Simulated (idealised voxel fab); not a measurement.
Name of the process module below: voxel trench capacitor
FYI the section here is cut, 245 nm wide, cells are 5 nm squares.
Each cross-section below is a grid of square cells, stated as bands in top-down order, with one or more rows of cells making up each band. Heads up on the band format: heights come first, top then bottom, in nm. After that it's the materials left to right, each with its width in nm. A single material flagged "full width" fills the whole band edge to edge, and "air" means there's empty space there. Heights are expressed relative to 0, this being the level below which the as-received wafer comprises one material exclusively. The lowest band is unbounded in the downward direction and is denoted as in "0 -> down". Width spec "30..40" -> top row of cells at first value, bottom row at second value, equal per-row change in between. Take "left unchanged" at face value: in the step it is given for, the cross-section changed in none of its cells. Listed in "Enclosed void catalog": every empty space of 8 or more cells without an open way to the top. Form: width x height at distance, the distance being from the left edge, all in nm. What comes after the settings on a step's line is commentary from the simulator itself on that step. A step's line can hold "overlay nm"; with a mask on that step, the setting says how far right of the planned place the mask lay, while a negative setting says it lay to the left.
### Planned step list for the process
1) RECEIVE [material Si]
2) CONFORMAL_DEP [material SiN] [thk nm 10]
3) DIRECTIONAL_DEP [material aC] [thk nm 10]
4) PATTERN [tone open] [mask id TRENCH] [material resist] [width nm 15] [pitch nm 40] [thk nm 30] [overlay nm 0]
5) DIRECTIONAL_ETCH [etch materials aC] [depth nm 10]
6) STRIP [etch materials resist]
7) DIRECTIONAL_ETCH [etch materials SiN] [depth nm 10]
8) DIRECTIONAL_ETCH [etch materials Si] [depth nm 35]
9) STRIP [etch materials aC]
10) CONFORMAL_DEP [material Al2O3] [thk nm 5]
11) FILL_DEP [material polySi] [thk nm 10]
12) CMP [height nm 10]
### Cross-section of the wafer at receipt, which is the condition after step 1
    0 -> down  Si full width
    Enclosed void catalog: none
### Post-module cross-section of the first of two wafers (run per plan)
    10 -> 0  75 of SiN  5 of Al2O3  5 of polySi  5 of Al2O3  25 of SiN  5 of Al2O3  5 of polySi  5 of Al2O3  25 of SiN  5 of Al2O3  5 of polySi  5 of Al2O3  75 of SiN
    0 -> -30  75 of Si  5 of Al2O3  5 of polySi  5 of Al2O3  25 of Si  5 of Al2O3  5 of polySi  5 of Al2O3  25 of Si  5 of Al2O3  5 of polySi  5 of Al2O3  75 of Si
    -30 -> -35  75 of Si  15 of Al2O3  25 of Si  15 of Al2O3  25 of Si  15 of Al2O3  75 of Si
    -35 -> down  Si full width
    Enclosed void catalog: none
### The second wafer, shown in cross-section after the module: started the same way as the first and given the same plan, yet one mistake crept into how it was run
    10 -> 0  75 of SiN  5 of Al2O3  5 of polySi  5 of Al2O3  25 of SiN  5 of Al2O3  5 of polySi  5 of Al2O3  25 of SiN  5 of Al2O3  5 of polySi  5 of Al2O3  75 of SiN
    0 -> -25  75 of Si  5 of Al2O3  5 of polySi  5 of Al2O3  25 of Si  5 of Al2O3  5 of polySi  5 of Al2O3  25 of Si  5 of Al2O3  5 of polySi  5 of Al2O3  75 of Si
    -25 -> -30  75 of Si  15 of Al2O3  25 of Si  15 of Al2O3  25 of Si  15 of Al2O3  75 of Si
    -30 -> down  Si full width
    Enclosed void catalog: none
What was the processing mistake? off-plan run, step 8, actual operation and settings DIRECTIONAL_ETCH [etch materials Si] [depth nm 30]
Cell-count delta at end, second wafer over first, by material: -6 Al2O3 | +9 Si | -3 polySi
